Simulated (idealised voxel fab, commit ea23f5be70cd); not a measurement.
Module name: voxel air gaps (process module)
Square cells of 5 nm make up the cross-section cut, whose width is 170 nm.
A cross-section is a grid of square cells, given in bands from the top down. A band is one or more rows of cells. It is stipulated that each band's entry specify, in nanometres, the height of the top of the band and then that of its bottom, followed by the materials of the band in left-to-right sequence, each together with its width in nanometres. A single material marked by the word "everywhere" is understood to fill the band from edge to edge; the word "blank" is understood to denote empty space. Convention: height 0 is the level below which the wafer, as received, is all one material. The lowest band does not terminate at the bottom but continues downward, represented as "0 and below". Think of "30..40" as a width that walks from the first number to the second as you go down the band, top row to bottom row, taking equal-sized steps from row to row. You'll sometimes find "stayed the same" written for a step, and that's the way of saying that nowhere in the cross-section did a cell change during that step. Each empty space that has no open way to the top and spans at least 8 cells appears under "Sealed void listing" as width x height at distance, the distance counted from the left edge, all in nm. Read whatever lies past the settings on a step's line as the simulator's own remark about the step. Among the settings permitted on a step's line is "overlay nm"; applied to a step with a mask, it specifies the extent to which the mask lay to the right of its planned position, whereas a negative figure signifies a position to the left.
Steps in the process plan:
1) RECEIVE | material Si
2) CONFORMAL_DEP | material SiO2 | thk nm 15
3) CONFORMAL_DEP | material SiCN | thk nm 5
4) DIRECTIONAL_DEP | material SiO2 | thk nm 40
5) PATTERN | tone open | mask id LINES | material resist | width nm 25 | pitch nm 50 | thk nm 15 | overlay nm 0
6) DIRECTIONAL_ETCH | etch materials SiO2 | depth nm 40
7) STRIP | etch materials resist
8) CONFORMAL_DEP | material TiN | thk nm 5
9) FILL_DEP | material Cu | thk nm 5
10) CMP | height nm 60
11) EPI | material Ru | thk nm 10
12) SELECTIVE_ETCH | etch materials SiO2 | depth nm 50
13) CONFORMAL_DEP | material SiCN | thk nm 5
Wafer as received: cross-section following step 1:
0 and below = Si everywhere
Sealed void listing: none
The plan above was carried out on the starting structure above with one mistake, and this cross-section shows the wafer at the end of the module:
75 down to 70 = 5 nm blank / 155 nm SiCN / 10 nm blank
70 down to 60 = 5 nm blank / 5 nm SiCN / 45 nm Ru / 5 nm SiCN / 45 nm Ru / 5 nm SiCN / 45 nm Ru / 5 nm SiCN / 10 nm blank
60 down to 55 = 5 nm blank / 15 nm SiCN / 5 nm TiN / 15 nm Cu / 5 nm TiN / 25 nm SiCN / 5 nm TiN / 15 nm Cu / 5 nm TiN / 25 nm SiCN / 5 nm TiN / 15 nm Cu / 5 nm TiN / 15 nm SiCN / 10 nm blank
55 down to 40 = 15 nm blank / 5 nm SiCN / 5 nm TiN / 15 nm Cu / 5 nm TiN / 5 nm SiCN / 15 nm blank / 5 nm SiCN / 5 nm TiN / 15 nm Cu / 5 nm TiN / 5 nm SiCN / 15 nm blank / 5 nm SiCN / 5 nm TiN / 15 nm Cu / 5 nm TiN / 5 nm SiCN / 20 nm blank
40 down to 35 = 20 nm SiCN / 25 nm TiN / 25 nm SiCN / 25 nm TiN / 25 nm SiCN / 25 nm TiN / 25 nm SiCN
35 down to 30 = SiCN everywhere
30 down to 0 = SiO2 everywhere
0 and below = Si everywhere
Sealed void listing: 15 x 15 at 50; 15 x 15 at 100
The plan and the run diverged here: plan step 2 was conducted twice
